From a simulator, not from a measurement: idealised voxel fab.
The name of this process module is voxel fin reveal.
cross-section cut | 190 nm wide | cells 5 nm
Cross-section = grid of square cells, listed top down in bands; band = one or more rows.
Top, bottom (nm), then materials left to right with widths (nm); lone material tagged "full width" fills the whole band edge to edge; "blank" = empty space.
Heights are measured from 0, the level below which the as-received wafer is all one material; the lowest band has no bottom and continues downward, written as in "top 0, no bottom".
The two numbers in a width such as "30..40" mark its ends across the band: the first belongs to the top row of cells, the second to the bottom row, and from each row to the next the width moves by the same amount.
"remained unchanged", as given for a step, is the statement that not any cell of the cross-section underwent a change during that step.
You'll see "Closed empty spaces" listing empty spaces that have no way open to the top, as long as they're 8 cells or more; the notation is width x height at distance, where the distance is from the left edge, and all of it is in nm.
Text after the settings on a step's line: the simulator's own remark on that step.
overlay nm: on a step with a mask, how far right of its planned place the mask lay; negative means left.
## Process steps foreseen in the plan
| 1 | RECEIVE,material Si |
| 2 | CONFORMAL_DEP,material SiN,thk nm 5 |
| 3 | PATTERN,tone cover,mask id FINS,material resist,width nm 15,pitch nm 45,thk nm 20,overlay nm 0 |
| 4 | DIRECTIONAL_ETCH,etch materials SiN,depth nm 5 |
| 5 | DIRECTIONAL_ETCH,etch materials Si,depth nm 35 |
| 6 | STRIP,etch materials resist |
| 7 | OXIDIZE,depth nm 5 |
| 8 | FILL_DEP,material SiO2,thk nm 5 |
| 9 | CMP,height nm 5 |
| 10 | SELECTIVE_ETCH,etch materials SiO2,depth nm 15 |
| 11 | STRIP,etch materials SiN |
| 12 | CONFORMAL_DEP,material SiO2,thk nm 5 |
## What follows covers the first of two wafers; it ran as planned
## as received, after step 1
  top 0, no bottom | Si full width
  Closed empty spaces: none
## Sectional view: wafer, after step 2
  top 5, bottom 0 | SiN full width
  No changes below 0.
## Sectional view: wafer, after step 3
  top 25, bottom 5 | blank (20), then resist (15), then blank (30), then resist (15), then blank (30), then resist (15), then blank (30), then resist (15), then blank (20)
  No changes below 5.
## Sectional view: wafer, after step 4
  top 25, bottom 5 | blank (20), then resist (15), then blank (30), then resist (15), then blank (30), then resist (15), then blank (30), then resist (15), then blank (20)
  top 5, bottom 0 | blank (20), then SiN (15), then blank (30), then SiN (15), then blank (30), then SiN (15), then blank (30), then SiN (15), then blank (20)
  No changes below 0.
## Sectional view: wafer, after step 5
  top 25, bottom 5 | blank (20), then resist (15), then blank (30), then resist (15), then blank (30), then resist (15), then blank (30), then resist (15), then blank (20)
  top 5, bottom 0 | blank (20), then SiN (15), then blank (30), then SiN (15), then blank (30), then SiN (15), then blank (30), then SiN (15), then blank (20)
  top 0, bottom -35 | blank (20), then Si (15), then blank (30), then Si (15), then blank (30), then Si (15), then blank (30), then Si (15), then blank (20)
  No changes below -35.
## Sectional view: wafer, after step 6
  top 5, bottom 0 | blank (20), then SiN (15), then blank (30), then SiN (15), then blank (30), then SiN (15), then blank (30), then SiN (15), then blank (20)
  No changes below 0.
## Sectional view: wafer, after step 7
  top 5, bottom 0 | blank (20), then SiN (15), then blank (30), then SiN (15), then blank (30), then SiN (15), then blank (30), then SiN (15), then blank (20)
  top 0, bottom -35 | blank (20), then SiO2 (5), then Si (5), then SiO2 (5), then blank (30), then SiO2 (5), then Si (5), then SiO2 (5), then blank (30), then SiO2 (5), then Si (5), then SiO2 (5), then blank (30), then SiO2 (5), then Si (5), then SiO2 (5), then blank (20)
  top -35, bottom -40 | SiO2 (25), then Si (5), then SiO2 (40), then Si (5), then SiO2 (40), then Si (5), then SiO2 (40), then Si (5), then SiO2 (25)
  No changes below -40.
## Sectional view: wafer, after step 8
  top 10, bottom 5 | SiO2 full width
  top 5, bottom 0 | SiO2 (20), then SiN (15), then SiO2 (30), then SiN (15), then SiO2 (30), then SiN (15), then SiO2 (30), then SiN (15), then SiO2 (20)
  top 0, bottom -40 | SiO2 (25), then Si (5), then SiO2 (40), then Si (5), then SiO2 (40), then Si (5), then SiO2 (40), then Si (5), then SiO2 (25)
  No changes below -40.
## Sectional view: wafer, after step 9
  top 5, bottom 0 | SiO2 (20), then SiN (15), then SiO2 (30), then SiN (15), then SiO2 (30), then SiN (15), then SiO2 (30), then SiN (15), then SiO2 (20)
  No changes below 0.
## Sectional view: wafer, after step 10
  top 5, bottom 0 | blank (20), then SiN (15), then blank (30), then SiN (15), then blank (30), then SiN (15), then blank (30), then SiN (15), then blank (20)
  top 0, bottom -10 | blank (25), then Si (5), then blank (40), then Si (5), then blank (40), then Si (5), then blank (40), then Si (5), then blank (25)
  No changes below -10.
## Sectional view: wafer, after step 11
  top 0, bottom -10 | blank (25), then Si (5), then blank (40), then Si (5), then blank (40), then Si (5), then blank (40), then Si (5), then blank (25)
  No changes below -10.
## Sectional view: wafer, after step 12
  top 5, bottom 0 | blank (20), then SiO2 (15), then blank (30), then SiO2 (15), then blank (30), then SiO2 (15), then blank (30), then SiO2 (15), then blank (20)
  top 0, bottom -5 | blank (20), then SiO2 (5), then Si (5), then SiO2 (5), then blank (30), then SiO2 (5), then Si (5), then SiO2 (5), then blank (30), then SiO2 (5), then Si (5), then SiO2 (5), then blank (30), then SiO2 (5), then Si (5), then SiO2 (5), then blank (20)
  top -5, bottom -40 | SiO2 (25), then Si (5), then SiO2 (40), then Si (5), then SiO2 (40), then Si (5), then SiO2 (40), then Si (5), then SiO2 (25)
  No changes below -40.
## Wafer two. Identical start, identical plan. One mistake in execution. Identical history through step 2
## when step 3 should have ended
  top 25, bottom 5 | resist (20), then blank (15), then resist (30), then blank (15), then resist (30), then blank (15), then resist (30), then blank (15), then resist (20)
  No changes below 5.
## when step 4 should have ended
  top 25, bottom 5 | resist (20), then blank (15), then resist (30), then blank (15), then resist (30), then blank (15), then resist (30), then blank (15), then resist (20)
  top 5, bottom 0 | SiN (20), then blank (15), then SiN (30), then blank (15), then SiN (30), then blank (15), then SiN (30), then blank (15), then SiN (20)
  No changes below 0.
## when step 5 should have ended
  top 25, bottom 5 | resist (20), then blank (15), then resist (30), then blank (15), then resist (30), then blank (15), then resist (30), then blank (15), then resist (20)
  top 5, bottom 0 | SiN (20), then blank (15), then SiN (30), then blank (15), then SiN (30), then blank (15), then SiN (30), then blank (15), then SiN (20)
  top 0, bottom -35 | Si (20), then blank (15), then Si (30), then blank (15), then Si (30), then blank (15), then Si (30), then blank (15), then Si (20)
  No changes below -35.
## when step 6 should have ended
  top 5, bottom 0 | SiN (20), then blank (15), then SiN (30), then blank (15), then SiN (30), then blank (15), then SiN (30), then blank (15), then SiN (20)
  No changes below 0.
## when step 7 should have ended
  top 5, bottom 0 | SiN (20), then blank (15), then SiN (30), then blank (15), then SiN (30), then blank (15), then SiN (30), then blank (15), then SiN (20)
  top 0, bottom -35 | Si (15), then SiO2 (5), then blank (15), then SiO2 (5), then Si (20), then SiO2 (5), then blank (15), then SiO2 (5), then Si (20), then SiO2 (5), then blank (15), then SiO2 (5), then Si (20), then SiO2 (5), then blank (15), then SiO2 (5), then Si (15)
  top -35, bottom -40 | Si (15), then SiO2 (25), then Si (20), then SiO2 (25), then Si (20), then SiO2 (25), then Si (20), then SiO2 (25), then Si (15)
  No changes below -40.
## when step 8 should have ended
  top 10, bottom 5 | SiO2 full width
  top 5, bottom 0 | SiN (20), then SiO2 (15), then SiN (30), then SiO2 (15), then SiN (30), then SiO2 (15), then SiN (30), then SiO2 (15), then SiN (20)
  top 0, bottom -40 | Si (15), then SiO2 (25), then Si (20), then SiO2 (25), then Si (20), then SiO2 (25), then Si (20), then SiO2 (25), then Si (15)
  No changes below -40.
## when step 9 should have ended
  top 5, bottom 0 | SiN (20), then SiO2 (15), then SiN (30), then SiO2 (15), then SiN (30), then SiO2 (15), then SiN (30), then SiO2 (15), then SiN (20)
  No changes below 0.
## when step 10 should have ended
  top 5, bottom 0 | SiN (20), then blank (15), then SiN (30), then blank (15), then SiN (30), then blank (15), then SiN (30), then blank (15), then SiN (20)
  top 0, bottom -10 | Si (15), then blank (25), then Si (20), then blank (25), then Si (20), then blank (25), then Si (20), then blank (25), then Si (15)
  No changes below -10.
## when step 11 should have ended
  top 0, bottom -10 | Si (15), then blank (25), then Si (20), then blank (25), then Si (20), then blank (25), then Si (20), then blank (25), then Si (15)
  No changes below -10.
## when step 12 should have ended
  top 5, bottom 0 | SiO2 (20), then blank (15), then SiO2 (30), then blank (15), then SiO2 (30), then blank (15), then SiO2 (30), then blank (15), then SiO2 (20)
  top 0, bottom -5 | Si (15), then SiO2 (5), then blank (15), then SiO2 (5), then Si (20), then SiO2 (5), then blank (15), then SiO2 (5), then Si (20), then SiO2 (5), then blank (15), then SiO2 (5), then Si (20), then SiO2 (5), then blank (15), then SiO2 (5), then Si (15)
  top -5, bottom -40 | Si (15), then SiO2 (25), then Si (20), then SiO2 (25), then Si (20), then SiO2 (25), then Si (20), then SiO2 (25), then Si (15)
  No changes below -40.
Want to know what went wrong? heads up, step 3 didn't go per plan, it actually ran as PATTERN,tone open,mask id FINS,material resist,width nm 15,pitch nm 45,thk nm 20,overlay nm 0
The final cell counts differ between the wafers, with the second having more or fewer of some materials than the first: 112 more of Si | 84 fewer of SiO2
